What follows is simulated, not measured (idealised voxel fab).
The process module presented herein is designated voxel lift off.
For reference, the cross-section in this document is cut, with width 300 nm and square cells of 5 nm.
In what follows, cross-sections appear as grids of square cells, described through bands that run from the top down, where every band is one or more rows of cells. Top, bottom (nm), then materials left to right with widths (nm); lone material tagged "edge to edge" fills the whole band edge to edge; "blank" = empty space. Heights are reckoned from 0. Under this level, the received wafer is all of one material. The bottommost band is open-ended downward, for example "from 0 down". Width spec "30->40" -> top row of cells at first value, bottom row at second value, equal per-row change in between. The cross-section has no changed cell in any step marked "no change occurred". What "Enclosed void listing" gives you is every empty space of 8 cells or more that is cut off from the top. Each appears as width x height at distance, with the distance taken from the left edge and width, height and distance all in nm. Read whatever lies past the settings on a step's line as the simulator's own remark about the step. A step's line can hold "overlay nm"; with a mask on that step, the setting says how far right of the planned place the mask lay, while a negative setting says it lay to the left.

Below is the list of planned process steps:
1 RECEIVE | material Si
2 CONFORMAL_DEP | material SiN | thk nm 10
3 PATTERN | tone open | mask id LINES | material resist | width nm 25 | pitch nm 50 | thk nm 20 | overlay nm -15
4 DIRECTIONAL_DEP | material Ru | thk nm 10
5 STRIP | etch materials resist
6 CONFORMAL_DEP | material SiN | thk nm 5
Heads up: all these wafers start the same, and what changes between them is the overlay nm in step 3. The value you see in the plan is just what the first wafer got.

First of several wafers (as received, post step 1), cross-sectional view:
- from 0 down: Si edge to edge
- Enclosed void listing: none

first wafer at the end, after step 6:
- from 25 to 20: blank (90), then SiN (35), then blank (15), then SiN (35), then blank (125)
- from 20 to 15: blank (90), then SiN (5), then Ru (25), then SiN (5), then blank (15), then SiN (5), then Ru (25), then SiN (5), then blank (125)
- from 15 to 10: SiN (95), then Ru (25), then SiN (25), then Ru (25), then SiN (130)
- from 10 to 0: SiN edge to edge
- from 0 down: Si edge to edge
- Enclosed void listing: none

X-section, last wafer, module end:
- from 25 to 20: blank (120), then SiN (35), then blank (15), then SiN (35), then blank (95)
- from 20 to 15: blank (120), then SiN (5), then Ru (25), then SiN (5), then blank (15), then SiN (5), then Ru (25), then SiN (5), then blank (95)
- from 15 to 10: SiN (125), then Ru (25), then SiN (25), then Ru (25), then SiN (100)
- from 10 to 0: SiN edge to edge
- from 0 down: Si edge to edge
- Enclosed void listing: none

Row per wafer, end-of-module: cell gain (+)/loss (-) by material since the wafer came in, then closed voids:
overlay nm -15 | +20 Ru | +188 SiN | Enclosed void listing: none
overlay nm -10 | +20 Ru | +188 SiN | Enclosed void listing: none
overlay nm -5 | +20 Ru | +188 SiN | Enclosed void listing: none
overlay nm 0 | +20 Ru | +188 SiN | Enclosed void listing: none
overlay nm 5 | +20 Ru | +188 SiN | Enclosed void listing: none
overlay nm 10 | +20 Ru | +188 SiN | Enclosed void listing: none
overlay nm 15 | +20 Ru | +188 SiN | Enclosed void listing: none
